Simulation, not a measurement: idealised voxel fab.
You're looking at the process module voxel double patterning.
The cross-section shown here is cut; it is 295 nm wide and divided into square cells measuring 5 nm on a side.
In what follows, cross-sections appear as grids of square cells, described through bands that run from the top down, where every band is one or more rows of cells. Band: top and bottom heights (nm) first, top before bottom; then materials from left to right, widths in nm. "full width" marks a sole material filling the band edge to edge. "blank" denotes empty space. A quick word on heights: they are counted from 0, and under that level the wafer as it came to us is one material throughout. The lowest band is different from the rest in having no bottom; it simply continues downward, written as in "0 -> down". Top row gets the first number, bottom row gets the second, and each row in between changes by the same step: that is how a band width like "30->40" works. Take "no modifications" at face value: in the step it is given for, the cross-section changed in none of its cells. "Voids lacking openings" specifies each empty space that is not open to the top and that occupies no fewer than 8 cells, using the form width x height at distance, the distance measured from the left edge and all three quantities in nm. Where a step's line continues beyond its settings, the continuation is a remark by the simulator itself on that step. Regarding "overlay nm": on a step with a mask, it is the distance the mask lay to the right of its planned place; a negative value places it to the left.
BELOW IS THE LIST OF PLANNED PROCESS STEPS
1: RECEIVE, material Si
2: CONFORMAL_DEP, material SiN, thk nm 10
3: DIRECTIONAL_DEP, material SiO2, thk nm 20
4: DIRECTIONAL_DEP, material SiCN, thk nm 10
5: PATTERN, tone open, mask id FIRST, material resist, width nm 15, pitch nm 50, thk nm 15, overlay nm 0
6: DIRECTIONAL_ETCH, etch materials SiCN, depth nm 10
7: STRIP, etch materials resist
8: DIRECTIONAL_DEP, material aC, thk nm 15
9: PATTERN, tone open, mask id SECOND, material resist, width nm 15, thk nm 35, overlay nm 0
10: DIRECTIONAL_ETCH, etch materials aC, depth nm 15
11: STRIP, etch materials resist
12: DIRECTIONAL_ETCH, etch materials SiCN, depth nm 10
13: STRIP, etch materials aC
14: DIRECTIONAL_ETCH, etch materials SiO2, depth nm 20
15: STRIP, etch materials SiCN
Wafer-to-wafer difference: width nm, step 9. Common start. Plan = first wafer's value.
HERE'S THE FIRST OF THE WAFERS IN CROSS-SECTION, JUST AS WE GOT IT, I.E. AFTER STEP 1
0 -> down: Si full width
Voids lacking openings: none
EACH WAFER AT THE END: CELLS OF EACH MATERIAL GAINED (+) OR LOST (-) SINCE IT WAS RECEIVED, THEN ITS CLOSED VOIDS
width nm 15 | +118 SiN | +200 SiO2 | Voids lacking openings: none
width nm 20 | +118 SiN | +196 SiO2 | Voids lacking openings: none
width nm 25 | +118 SiN | +192 SiO2 | Voids lacking openings: none
width nm 30 | +118 SiN | +188 SiO2 | Voids lacking openings: none
